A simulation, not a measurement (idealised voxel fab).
voxel released beams: a process module
Cross-sectional view cut (width: 200 nm; square cell size: 5 nm).
How to read a cross-section here: the picture is a grid of square cells, written as bands going from the top down, and any band can span one or more rows of cells.
Top, bottom (nm), then materials left to right with widths (nm); lone material tagged "throughout" fills the whole band edge to edge; "empty" = empty space.
A quick word on heights: they are counted from 0, and under that level the wafer as it came to us is one material throughout. The lowest band is different from the rest in having no bottom; it simply continues downward, written as in "0 and below".
The notation "30..40" denotes a width that varies across the rows of cells in the band, beginning at the first number in the top row, finishing at the second number in the bottom row, and changing by an identical amount from each row to the next.
The designation "no change", where it is given for a processing step, indicates that no cell of the cross-section was altered in the course of that step.
"Encapsulated voids" contains a list of empty spaces, each no smaller than 8 cells and without an open way to the top, written in the form width x height at distance with the distance from the left edge and all three in nm.
Anything after a step's settings on that line? It's the simulator's own note about the step.
overlay nm, on a step with a mask: how far to the right of its planned place the mask lay; to the left if negative

Steps in the process plan:
| 1 | RECEIVE [material Si] |
| 2 | CONFORMAL_DEP [material SiN] [thk nm 5] |
| 3 | DIRECTIONAL_DEP [material SiO2] [thk nm 15] |
| 4 | DIRECTIONAL_DEP [material aC] [thk nm 15] |
| 5 | PATTERN [tone open] [mask id ANCHOR] [material resist] [width nm 45] [thk nm 30] [overlay nm 0] |
| 6 | DIRECTIONAL_ETCH [etch materials aC] [depth nm 15] |
| 7 | STRIP [etch materials resist] |
| 8 | DIRECTIONAL_ETCH [etch materials SiO2] [depth nm 15] |
| 9 | STRIP [etch materials aC] |
| 10 | CONFORMAL_DEP [material W] [thk nm 15] |
| 11 | PATTERN [tone cover] [mask id BEAM] [material resist] [width nm 90] [thk nm 20] [overlay nm 0] |
| 12 | DIRECTIONAL_ETCH [etch materials W] [depth nm 15] |
| 13 | STRIP [etch materials resist] |
| 14 | STRIP [etch materials SiO2] |

Cross-section of the wafer as it came to us, i.e., already through step 1:
* 0 and below | Si throughout
* Encapsulated voids: none

Cross-sectional result after module completion. Note: starting condition and plan are unchanged from above; one processing mistake was made:
* 35 down to 30 | empty (50), W (20), empty (15), W (55), empty (60)
* 30 down to 20 | W (70), empty (15), W (115)
* 20 down to 5 | SiO2 (55), W (45), SiO2 (100)
* 5 down to 0 | SiN throughout
* 0 and below | Si throughout
* Encapsulated voids: none
What was the processing mistake? heads up, step 12 didn't go per plan, it actually ran as DIRECTIONAL_ETCH [etch materials W] [depth nm 5]
